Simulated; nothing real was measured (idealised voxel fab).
The following process module bears the name voxel tone inversion.
Cross-section cut spans 220 nm and uses square cells 5 nm in size.
The cross-sections in this document take the form of a grid made of square cells. They are written out as bands, in order from top to bottom. Each band consists of one or more rows of cells. This entry defines a band. It first specifies the height of the band's top and the height of its bottom in nm, and then specifies the band's materials from left to right, stating each material with its width in nm. The word "edge to edge" identifies a single material that fills the band from edge to edge, while the word "blank" identifies empty space. Heads up on the height convention: 0 is the point under which the incoming wafer is all one material, and the lowest band has no bottom, it just keeps going down, like "0 down". Read "30 to 40" as a graded width: first number on top, second number at the bottom, same change between each pair of neighbouring rows. "nothing different" (step): cross-section cells unchanged, all of them. So "Trapped cavities" is basically the list of trapped voids: any empty space of 8 cells or more that can't reach the top through an opening. They're written width x height at distance, the distance being from the left edge, and it's all nm. Step line, after settings: the simulator's comment on this step. "overlay nm" denotes, for a step that has a mask, the displacement of the mask to the right of its planned place, with negative values corresponding to the left.
### plan
1) RECEIVE | material Si
2) CONFORMAL_DEP | material SiCN | thk nm 5
3) DIRECTIONAL_DEP | material polySi | thk nm 15
4) PATTERN | tone cover | mask id POSTS | material resist | width nm 20 | pitch nm 50 | thk nm 20 | overlay nm 0
5) DIRECTIONAL_ETCH | etch materials polySi | depth nm 15
6) STRIP | etch materials resist
7) FILL_DEP | material SiO2 | thk nm 10
8) CMP | height nm 25
9) STRIP | etch materials polySi
10) CONFORMAL_DEP | material TiN | thk nm 5
11) FILL_DEP | material Ru | thk nm 5
12) CMP | height nm 25
13) CONFORMAL_DEP | material SiN | thk nm 5
Wafer-to-wafer difference: thk nm, step 2. Common start. Plan = first wafer's value.
### After step 1, as received: first of several wafers, cross-section
0 down: Si edge to edge
Trapped cavities: none
### Cross-section, first of several wafers, end of module, after last step 13
30 to 25: SiN edge to edge
25 to 20: SiO2 edge to edge
20 to 5: 50 of SiO2 / 20 of polySi / 30 of SiO2 / 20 of polySi / 30 of SiO2 / 20 of polySi / 50 of SiO2
5 to 0: SiCN edge to edge
0 down: Si edge to edge
Trapped cavities: none
### Module end, final wafer: cross-section
30 to 25: SiN edge to edge
25 to 0: SiCN edge to edge
0 down: Si edge to edge
Trapped cavities: none
### Below is a per-wafer table. In it, each row describes the wafer at the end of the module by giving, for each material, the number of cells gained (+) or lost (-) since the wafer was received, and after that the closed voids of the wafer
thk nm 5 | +44 SiCN | +44 SiN | +140 SiO2 | +36 polySi | Trapped cavities: none
thk nm 10 | +12 Ru | +88 SiCN | +44 SiN | +96 SiO2 | +24 TiN | Trapped cavities: none
thk nm 15 | +6 Ru | +132 SiCN | +44 SiN | +64 SiO2 | +18 TiN | Trapped cavities: none
thk nm 20 | +176 SiCN | +44 SiN | +32 SiO2 | +12 TiN | Trapped cavities: none
thk nm 25 | +220 SiCN | +44 SiN | Trapped cavities: none
